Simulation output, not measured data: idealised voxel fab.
process module | voxel wiring stack
cross-section cut | 185 nm wide | cells 5 nm
A cross-section is a grid of square cells, given in bands from the top down. A band is one or more rows of cells.
Each band's line starts with the height of the band's top and of its bottom, in nm. Then come its materials from left to right, each with its width in nm. One material with "throughout" fills the band from edge to edge. "air" is empty space.
Height 0 is the level under which the wafer as received is all one material. The lowest band goes on downwards, as in "0 down".
A width such as "30 to 40" changes by the same amount from each row of cells to the next, from the band's top row to its bottom row.
"no change" after a step means that no cell of the cross-section changed.
closed voids: empty space of 8 cells or more with no open way to the top, each as width x height at its distance from the left edge, in nm
after a step's settings: what the simulator itself notes on the step
overlay nm, on a step with a mask: how far to the right of its planned place the mask lay; to the left if negative
plan
1 op RECEIVE | material Si
2 op CONFORMAL_DEP | material SiO2 | thk nm 15
3 op DIRECTIONAL_DEP | material TiN | thk nm 5
4 op DIRECTIONAL_DEP | material W | thk nm 25
5 op DIRECTIONAL_DEP | material aC | thk nm 10
6 op PATTERN | tone cover | mask id METAL_1 | material resist | width nm 25 | pitch nm 55 | thk nm 30 | overlay nm 0
7 op DIRECTIONAL_ETCH | etch materials aC | depth nm 10
8 op STRIP | etch materials resist
9 op DIRECTIONAL_ETCH | etch materials W | depth nm 25
10 op DIRECTIONAL_ETCH | etch materials TiN | depth nm 5
11 op STRIP | etch materials aC
12 op CONFORMAL_DEP | material SiN | thk nm 5
13 op FILL_DEP | material lowk | thk nm 5
14 op CMP | height nm 45
15 op CONFORMAL_DEP | material SiCN | thk nm 5
16 op DIRECTIONAL_DEP | material lowk | thk nm 20
17 op DIRECTIONAL_DEP | material aC | thk nm 10
18 op PATTERN | tone open | mask id PLUG_1 | material resist | width nm 15 | pitch nm 110 | thk nm 25 | overlay nm 0
19 op DIRECTIONAL_ETCH | etch materials aC | depth nm 10
20 op STRIP | etch materials resist
21 op DIRECTIONAL_ETCH | etch materials lowk | depth nm 20
22 op DIRECTIONAL_ETCH | etch materials SiCN | depth nm 5
23 op STRIP | etch materials aC
24 op CONFORMAL_DEP | material TiN | thk nm 5
25 op FILL_DEP | material W | thk nm 5
26 op CMP | height nm 70
27 op CONFORMAL_DEP | material SiN | thk nm 5
28 op DIRECTIONAL_DEP | material lowk | thk nm 15
29 op MASKED_ETCH | tone open | mask id METAL_2 | width nm 25 | pitch nm 55 | etch materials lowk | depth nm 15 | overlay nm 0
30 op MASKED_ETCH | tone open | mask id METAL_2 | width nm 25 | pitch nm 55 | etch materials SiN | depth nm 5 | overlay nm 0
31 op CONFORMAL_DEP | material TiN | thk nm 5
32 op FILL_DEP | material Cu | thk nm 10
33 op CMP | height nm 90
34 op EPI | material Ru | thk nm 5
35 op FILL_DEP | material SiCN | thk nm 5
36 op DIRECTIONAL_DEP | material lowk | thk nm 10
37 op PATTERN | tone open | mask id PLUG_2 | material resist | width nm 15 | pitch nm 55 | thk nm 15 | overlay nm 0
38 op DIRECTIONAL_ETCH | etch materials lowk | depth nm 10
39 op DIRECTIONAL_ETCH | etch materials SiCN | depth nm 5
40 op STRIP | etch materials resist
41 op CONFORMAL_DEP | material TiN | thk nm 5
42 op FILL_DEP | material W | thk nm 10
43 op CMP | height nm 110
44 op CONFORMAL_DEP | material SiCN | thk nm 5
45 op DIRECTIONAL_DEP | material lowk | thk nm 15
46 op MASKED_ETCH | tone open | mask id METAL_3 | width nm 25 | pitch nm 55 | etch materials lowk | depth nm 15 | overlay nm 0
47 op MASKED_ETCH | tone open | mask id METAL_3 | width nm 25 | pitch nm 55 | etch materials SiCN | depth nm 5 | overlay nm 0
48 op CONFORMAL_DEP | material TiN | thk nm 5
49 op FILL_DEP | material Ru | thk nm 10
50 op CMP | height nm 130
51 op EPI | material Ru | thk nm 5
52 op FILL_DEP | material SiCN | thk nm 5
first wafer, as planned
as received, after step 1
  0 down: Si throughout
  closed voids: none
after step 2
  15 to 0: SiO2 throughout
  below 0: unchanged
after step 3
  20 to 15: TiN throughout
  below 15: unchanged
after step 4
  45 to 20: W throughout
  below 20: unchanged
after step 5
  55 to 45: aC throughout
  below 45: unchanged
after step 6
  85 to 55: air 25 | resist 25 | air 30 | resist 25 | air 30 | resist 25 | air 25
  below 55: unchanged
after step 7
  75 to 55: air 25 | resist 25 | air 30 | resist 25 | air 30 | resist 25 | air 25
  55 to 45: air 25 | aC 25 | air 30 | aC 25 | air 30 | aC 25 | air 25
  below 45: unchanged
after step 8
  55 to 45: air 25 | aC 25 | air 30 | aC 25 | air 30 | aC 25 | air 25
  below 45: unchanged
after step 9
  55 to 45: air 25 | aC 25 | air 30 | aC 25 | air 30 | aC 25 | air 25
  45 to 20: air 25 | W 25 | air 30 | W 25 | air 30 | W 25 | air 25
  below 20: unchanged
after step 10
  55 to 45: air 25 | aC 25 | air 30 | aC 25 | air 30 | aC 25 | air 25
  45 to 20: air 25 | W 25 | air 30 | W 25 | air 30 | W 25 | air 25
  20 to 15: air 25 | TiN 25 | air 30 | TiN 25 | air 30 | TiN 25 | air 25
  below 15: unchanged
after step 11
  45 to 20: air 25 | W 25 | air 30 | W 25 | air 30 | W 25 | air 25
  below 20: unchanged
after step 12
  50 to 45: air 20 | SiN 35 | air 20 | SiN 35 | air 20 | SiN 35 | air 20
  45 to 20: air 20 | SiN 5 | W 25 | SiN 5 | air 20 | SiN 5 | W 25 | SiN 5 | air 20 | SiN 5 | W 25 | SiN 5 | air 20
  20 to 15: SiN 25 | TiN 25 | SiN 30 | TiN 25 | SiN 30 | TiN 25 | SiN 25
  below 15: unchanged
after step 13
  55 to 50: lowk throughout
  50 to 45: lowk 20 | SiN 35 | lowk 20 | SiN 35 | lowk 20 | SiN 35 | lowk 20
  45 to 20: lowk 20 | SiN 5 | W 25 | SiN 5 | lowk 20 | SiN 5 | W 25 | SiN 5 | lowk 20 | SiN 5 | W 25 | SiN 5 | lowk 20
  below 20: unchanged
after step 14
  45 to 20: lowk 20 | SiN 5 | W 25 | SiN 5 | lowk 20 | SiN 5 | W 25 | SiN 5 | lowk 20 | SiN 5 | W 25 | SiN 5 | lowk 20
  below 20: unchanged
after step 15
  50 to 45: SiCN throughout
  below 45: unchanged
after step 16
  70 to 50: lowk throughout
  below 50: unchanged
after step 17
  80 to 70: aC throughout
  below 70: unchanged
after step 18
  105 to 80: resist 25 | air 15 | resist 95 | air 15 | resist 35
  below 80: unchanged
after step 19
  95 to 80: resist 25 | air 15 | resist 95 | air 15 | resist 35
  80 to 70: aC 25 | air 15 | aC 95 | air 15 | aC 35
  below 70: unchanged
after step 20
  80 to 70: aC 25 | air 15 | aC 95 | air 15 | aC 35
  below 70: unchanged
after step 21
  80 to 70: aC 25 | air 15 | aC 95 | air 15 | aC 35
  70 to 50: lowk 25 | air 15 | lowk 95 | air 15 | lowk 35
  below 50: unchanged
after step 22
  80 to 70: aC 25 | air 15 | aC 95 | air 15 | aC 35
  70 to 50: lowk 25 | air 15 | lowk 95 | air 15 | lowk 35
  50 to 45: SiCN 25 | air 15 | SiCN 95 | air 15 | SiCN 35
  below 45: unchanged
after step 23
  70 to 50: lowk 25 | air 15 | lowk 95 | air 15 | lowk 35
  below 50: unchanged
after step 24
  75 to 70: TiN 30 | air 5 | TiN 105 | air 5 | TiN 40
  70 to 50: lowk 25 | TiN 5 | air 5 | TiN 5 | lowk 95 | TiN 5 | air 5 | TiN 5 | lowk 35
  50 to 45: SiCN 25 | TiN 15 | SiCN 95 | TiN 15 | SiCN 35
  below 45: unchanged
after step 25
  80 to 75: W throughout
  75 to 70: TiN 30 | W 5 | TiN 105 | W 5 | TiN 40
  70 to 50: lowk 25 | TiN 5 | W 5 | TiN 5 | lowk 95 | TiN 5 | W 5 | TiN 5 | lowk 35
  below 50: unchanged
after step 26
  70 to 50: lowk 25 | TiN 5 | W 5 | TiN 5 | lowk 95 | TiN 5 | W 5 | TiN 5 | lowk 35
  below 50: unchanged
after step 27
  75 to 70: SiN throughout
  below 70: unchanged
after step 28
  90 to 75: lowk throughout
  below 75: unchanged
after step 29
  90 to 75: lowk 25 | air 25 | lowk 30 | air 25 | lowk 30 | air 25 | lowk 25
  below 75: unchanged
after step 30
  90 to 75: lowk 25 | air 25 | lowk 30 | air 25 | lowk 30 | air 25 | lowk 25
  75 to 70: SiN 25 | air 25 | SiN 30 | air 25 | SiN 30 | air 25 | SiN 25
  below 70: unchanged
after step 31
  95 to 90: TiN 30 | air 15 | TiN 40 | air 15 | TiN 40 | air 15 | TiN 30
  90 to 75: lowk 25 | TiN 5 | air 15 | TiN 5 | lowk 30 | TiN 5 | air 15 | TiN 5 | lowk 30 | TiN 5 | air 15 | TiN 5 | lowk 25
  75 to 70: SiN 25 | TiN 25 | SiN 30 | TiN 25 | SiN 30 | TiN 25 | SiN 25
  below 70: unchanged
after step 32
  105 to 95: Cu throughout
  95 to 90: TiN 30 | Cu 15 | TiN 40 | Cu 15 | TiN 40 | Cu 15 | TiN 30
  90 to 75: lowk 25 | TiN 5 | Cu 15 | TiN 5 | lowk 30 | TiN 5 | Cu 15 | TiN 5 | lowk 30 | TiN 5 | Cu 15 | TiN 5 | lowk 25
  below 75: unchanged
after step 33
  90 to 75: lowk 25 | TiN 5 | Cu 15 | TiN 5 | lowk 30 | TiN 5 | Cu 15 | TiN 5 | lowk 30 | TiN 5 | Cu 15 | TiN 5 | lowk 25
  below 75: unchanged
after step 34
  95 to 90: air 20 | Ru 35 | air 20 | Ru 35 | air 20 | Ru 35 | air 20
  below 90: unchanged
after step 35
  100 to 95: SiCN throughout
  95 to 90: SiCN 20 | Ru 35 | SiCN 20 | Ru 35 | SiCN 20 | Ru 35 | SiCN 20
  below 90: unchanged
after step 36
  110 to 100: lowk throughout
  below 100: unchanged
after step 37
  125 to 110: resist 25 | air 15 | resist 40 | air 15 | resist 40 | air 15 | resist 35
  below 110: unchanged
after step 38
  125 to 110: resist 25 | air 15 | resist 40 | air 15 | resist 40 | air 15 | resist 35
  110 to 100: lowk 25 | air 15 | lowk 40 | air 15 | lowk 40 | air 15 | lowk 35
  below 100: unchanged
after step 39
  125 to 110: resist 25 | air 15 | resist 40 | air 15 | resist 40 | air 15 | resist 35
  110 to 100: lowk 25 | air 15 | lowk 40 | air 15 | lowk 40 | air 15 | lowk 35
  100 to 95: SiCN 25 | air 15 | SiCN 40 | air 15 | SiCN 40 | air 15 | SiCN 35
  below 95: unchanged
after step 40
  110 to 100: lowk 25 | air 15 | lowk 40 | air 15 | lowk 40 | air 15 | lowk 35
  below 100: unchanged
after step 41
  115 to 110: TiN 30 | air 5 | TiN 50 | air 5 | TiN 50 | air 5 | TiN 40
  110 to 100: lowk 25 | TiN 5 | air 5 | TiN 5 | lowk 40 | TiN 5 | air 5 | TiN 5 | lowk 40 | TiN 5 | air 5 | TiN 5 | lowk 35
  100 to 95: SiCN 25 | TiN 15 | SiCN 40 | TiN 15 | SiCN 40 | TiN 15 | SiCN 35
  below 95: unchanged
after step 42
  125 to 115: W throughout
  115 to 110: TiN 30 | W 5 | TiN 50 | W 5 | TiN 50 | W 5 | TiN 40
  110 to 100: lowk 25 | TiN 5 | W 5 | TiN 5 | lowk 40 | TiN 5 | W 5 | TiN 5 | lowk 40 | TiN 5 | W 5 | TiN 5 | lowk 35
  below 100: unchanged
after step 43
  110 to 100: lowk 25 | TiN 5 | W 5 | TiN 5 | lowk 40 | TiN 5 | W 5 | TiN 5 | lowk 40 | TiN 5 | W 5 | TiN 5 | lowk 35
  below 100: unchanged
after step 44
  115 to 110: SiCN throughout
  below 110: unchanged
after step 45
  130 to 115: lowk throughout
  below 115: unchanged
after step 46
  130 to 115: lowk 25 | air 25 | lowk 30 | air 25 | lowk 30 | air 25 | lowk 25
  below 115: unchanged
after step 47
  130 to 115: lowk 25 | air 25 | lowk 30 | air 25 | lowk 30 | air 25 | lowk 25
  115 to 110: SiCN 25 | air 25 | SiCN 30 | air 25 | SiCN 30 | air 25 | SiCN 25
  below 110: unchanged
after step 48
  135 to 130: TiN 30 | air 15 | TiN 40 | air 15 | TiN 40 | air 15 | TiN 30
  130 to 115: lowk 25 | TiN 5 | air 15 | TiN 5 | lowk 30 | TiN 5 | air 15 | TiN 5 | lowk 30 | TiN 5 | air 15 | TiN 5 | lowk 25
  115 to 110: SiCN 25 | TiN 25 | SiCN 30 | TiN 25 | SiCN 30 | TiN 25 | SiCN 25
  below 110: unchanged
after step 49
  145 to 135: Ru throughout
  135 to 130: TiN 30 | Ru 15 | TiN 40 | Ru 15 | TiN 40 | Ru 15 | TiN 30
  130 to 115: lowk 25 | TiN 5 | Ru 15 | TiN 5 | lowk 30 | TiN 5 | Ru 15 | TiN 5 | lowk 30 | TiN 5 | Ru 15 | TiN 5 | lowk 25
  below 115: unchanged
after step 50
  130 to 115: lowk 25 | TiN 5 | Ru 15 | TiN 5 | lowk 30 | TiN 5 | Ru 15 | TiN 5 | lowk 30 | TiN 5 | Ru 15 | TiN 5 | lowk 25
  below 115: unchanged
after step 51
  135 to 130: air 20 | Ru 35 | air 20 | Ru 35 | air 20 | Ru 35 | air 20
  below 130: unchanged
after step 52
  140 to 135: SiCN throughout
  135 to 130: SiCN 20 | Ru 35 | SiCN 20 | Ru 35 | SiCN 20 | Ru 35 | SiCN 20
  below 130: unchanged
second wafer: like start, like plan, one mistake. Through step 26 it matches the first wafer
when step 27 should have ended
  85 to 70: lowk throughout
  below 70: unchanged
when step 28 should have ended
  90 to 85: SiN throughout
  below 85: unchanged
when step 29 should have ended: no change
when step 30 should have ended
  90 to 85: SiN 25 | air 25 | SiN 30 | air 25 | SiN 30 | air 25 | SiN 25
  below 85: unchanged
when step 31 should have ended
  95 to 90: TiN 30 | air 15 | TiN 40 | air 15 | TiN 40 | air 15 | TiN 30
  90 to 85: SiN 25 | TiN 25 | SiN 30 | TiN 25 | SiN 30 | TiN 25 | SiN 25
  below 85: unchanged
when step 32 should have ended
  105 to 95: Cu throughout
  95 to 90: TiN 30 | Cu 15 | TiN 40 | Cu 15 | TiN 40 | Cu 15 | TiN 30
  below 90: unchanged
when step 33 should have ended
  90 to 85: SiN 25 | TiN 25 | SiN 30 | TiN 25 | SiN 30 | TiN 25 | SiN 25
  below 85: unchanged
when step 34 should have ended
  95 to 90: air 20 | Ru 35 | air 20 | Ru 35 | air 20 | Ru 35 | air 20
  below 90: unchanged
when step 35 should have ended
  100 to 95: SiCN throughout
  95 to 90: SiCN 20 | Ru 35 | SiCN 20 | Ru 35 | SiCN 20 | Ru 35 | SiCN 20
  below 90: unchanged
when step 36 should have ended
  110 to 100: lowk throughout
  below 100: unchanged
when step 37 should have ended
  125 to 110: resist 25 | air 15 | resist 40 | air 15 | resist 40 | air 15 | resist 35
  below 110: unchanged
when step 38 should have ended
  125 to 110: resist 25 | air 15 | resist 40 | air 15 | resist 40 | air 15 | resist 35
  110 to 100: lowk 25 | air 15 | lowk 40 | air 15 | lowk 40 | air 15 | lowk 35
  below 100: unchanged
when step 39 should have ended
  125 to 110: resist 25 | air 15 | resist 40 | air 15 | resist 40 | air 15 | resist 35
  110 to 100: lowk 25 | air 15 | lowk 40 | air 15 | lowk 40 | air 15 | lowk 35
  100 to 95: SiCN 25 | air 15 | SiCN 40 | air 15 | SiCN 40 | air 15 | SiCN 35
  below 95: unchanged
when step 40 should have ended
  110 to 100: lowk 25 | air 15 | lowk 40 | air 15 | lowk 40 | air 15 | lowk 35
  below 100: unchanged
when step 41 should have ended
  115 to 110: TiN 30 | air 5 | TiN 50 | air 5 | TiN 50 | air 5 | TiN 40
  110 to 100: lowk 25 | TiN 5 | air 5 | TiN 5 | lowk 40 | TiN 5 | air 5 | TiN 5 | lowk 40 | TiN 5 | air 5 | TiN 5 | lowk 35
  100 to 95: SiCN 25 | TiN 15 | SiCN 40 | TiN 15 | SiCN 40 | TiN 15 | SiCN 35
  below 95: unchanged
when step 42 should have ended
  125 to 115: W throughout
  115 to 110: TiN 30 | W 5 | TiN 50 | W 5 | TiN 50 | W 5 | TiN 40
  110 to 100: lowk 25 | TiN 5 | W 5 | TiN 5 | lowk 40 | TiN 5 | W 5 | TiN 5 | lowk 40 | TiN 5 | W 5 | TiN 5 | lowk 35
  below 100: unchanged
when step 43 should have ended
  110 to 100: lowk 25 | TiN 5 | W 5 | TiN 5 | lowk 40 | TiN 5 | W 5 | TiN 5 | lowk 40 | TiN 5 | W 5 | TiN 5 | lowk 35
  below 100: unchanged
when step 44 should have ended
  115 to 110: SiCN throughout
  below 110: unchanged
when step 45 should have ended
  130 to 115: lowk throughout
  below 115: unchanged
when step 46 should have ended
  130 to 115: lowk 25 | air 25 | lowk 30 | air 25 | lowk 30 | air 25 | lowk 25
  below 115: unchanged
when step 47 should have ended
  130 to 115: lowk 25 | air 25 | lowk 30 | air 25 | lowk 30 | air 25 | lowk 25
  115 to 110: SiCN 25 | air 25 | SiCN 30 | air 25 | SiCN 30 | air 25 | SiCN 25
  below 110: unchanged
when step 48 should have ended
  135 to 130: TiN 30 | air 15 | TiN 40 | air 15 | TiN 40 | air 15 | TiN 30
  130 to 115: lowk 25 | TiN 5 | air 15 | TiN 5 | lowk 30 | TiN 5 | air 15 | TiN 5 | lowk 30 | TiN 5 | air 15 | TiN 5 | lowk 25
  115 to 110: SiCN 25 | TiN 25 | SiCN 30 | TiN 25 | SiCN 30 | TiN 25 | SiCN 25
  below 110: unchanged
when step 49 should have ended
  145 to 135: Ru throughout
  135 to 130: TiN 30 | Ru 15 | TiN 40 | Ru 15 | TiN 40 | Ru 15 | TiN 30
  130 to 115: lowk 25 | TiN 5 | Ru 15 | TiN 5 | lowk 30 | TiN 5 | Ru 15 | TiN 5 | lowk 30 | TiN 5 | Ru 15 | TiN 5 | lowk 25
  below 115: unchanged
when step 50 should have ended
  130 to 115: lowk 25 | TiN 5 | Ru 15 | TiN 5 | lowk 30 | TiN 5 | Ru 15 | TiN 5 | lowk 30 | TiN 5 | Ru 15 | TiN 5 | lowk 25
  below 115: unchanged
when step 51 should have ended
  135 to 130: air 20 | Ru 35 | air 20 | Ru 35 | air 20 | Ru 35 | air 20
  below 130: unchanged
when step 52 should have ended
  140 to 135: SiCN throughout
  135 to 130: SiCN 20 | Ru 35 | SiCN 20 | Ru 35 | SiCN 20 | Ru 35 | SiCN 20
  below 130: unchanged
what went wrong: steps 27 and 28 were swapped
at the end the second wafer has, in cells: 27 fewer of Cu | 18 fewer of TiN | 45 more of lowk
